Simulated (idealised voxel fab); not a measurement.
The following is a process module called voxel self aligned contacts.
Square cell edge 5 nm, section width 185 nm, ID cut.
Cross-section = grid of square cells, listed top down in bands; band = one or more rows. For a band, the entry starts with two heights in nm, that of the top and then that of the bottom, and carries on with the band's materials in order from left to right, each alongside its width in nm; the word "full width" beside a single material means it fills the band edge to edge, and "blank" means empty space. Height datum 0, below which the as-received substrate wafer is one material. Lowest band open at the bottom, running downward: "0 and below". Width: "30->40" (first number = top row, second number = bottom row, same change from row to row of cells). The cross-section has no changed cell in any step marked "no change occurred". The list in "Enclosed cavity list" covers empty spaces of 8 cells or more that cannot reach the top through any open way, and it gives each as width x height at distance; the distance is from the left edge, and width, height and distance are in nm. Read whatever lies past the settings on a step's line as the simulator's own remark about the step. "overlay nm" denotes, for a step that has a mask, the displacement of the mask to the right of its planned place, with negative values corresponding to the left.
Listed below are the process steps as planned
| 1 | RECEIVE with material Si |
| 2 | CONFORMAL_DEP with material SiO2, thk nm 5 |
| 3 | DIRECTIONAL_DEP with material polySi, thk nm 25 |
| 4 | DIRECTIONAL_DEP with material SiN, thk nm 25 |
| 5 | DIRECTIONAL_DEP with material aC, thk nm 15 |
| 6 | PATTERN with tone cover, mask id GATE, material resist, width nm 35, pitch nm 70, thk nm 30, overlay nm 0 |
| 7 | DIRECTIONAL_ETCH with etch materials aC, depth nm 15 |
| 8 | STRIP with etch materials resist |
| 9 | DIRECTIONAL_ETCH with etch materials SiN, depth nm 25 |
| 10 | DIRECTIONAL_ETCH with etch materials polySi, depth nm 25 |
| 11 | STRIP with etch materials aC |
| 12 | CONFORMAL_DEP with material SiN, thk nm 10 |
| 13 | DIRECTIONAL_ETCH with etch materials SiN, depth nm 10 |
| 14 | FILL_DEP with material SiO2, thk nm 10 |
| 15 | CMP with height nm 60 |
| 16 | PATTERN with tone open, mask id CONTACT, material resist, width nm 55, thk nm 20, overlay nm 0 |
| 17 | DIRECTIONAL_ETCH with etch materials SiO2, depth nm 60 |
| 18 | STRIP with etch materials resist |
| 19 | CONFORMAL_DEP with material TiN, thk nm 5 |
| 20 | FILL_DEP with material W, thk nm 5 |
| 21 | CMP with height nm 60 |
| 22 | CONFORMAL_DEP with material SiCN, thk nm 5 |
So this is the incoming wafer in cross-section - it's already been through step 1
* 0 and below  Si full width
* Enclosed cavity list: none
The cross-section shown corresponds to the wafer at the conclusion of the module. The initial structure and the process plan are those presented above; however, one mistake occurred in executing the plan
* 65 down to 60  SiCN full width
* 60 down to 55  SiO2 60 nm | TiN 30 nm | W 5 nm | TiN 30 nm | SiO2 60 nm
* 55 down to 30  SiO2 30 nm | SiN 55 nm | TiN 5 nm | W 5 nm | TiN 5 nm | SiN 55 nm | SiO2 30 nm
* 30 down to 5  SiO2 30 nm | SiN 10 nm | polySi 35 nm | SiN 10 nm | TiN 5 nm | W 5 nm | TiN 5 nm | SiN 10 nm | polySi 35 nm | SiN 10 nm | SiO2 30 nm
* 5 down to 0  SiO2 85 nm | TiN 15 nm | SiO2 85 nm
* 0 and below  Si full width
* Enclosed cavity list: none
The plan and the run diverged here: step 16 was run on a setting that differed from the plan, and what really ran there is PATTERN with tone open, mask id CONTACT, material resist, width nm 65, thk nm 20, overlay nm 0
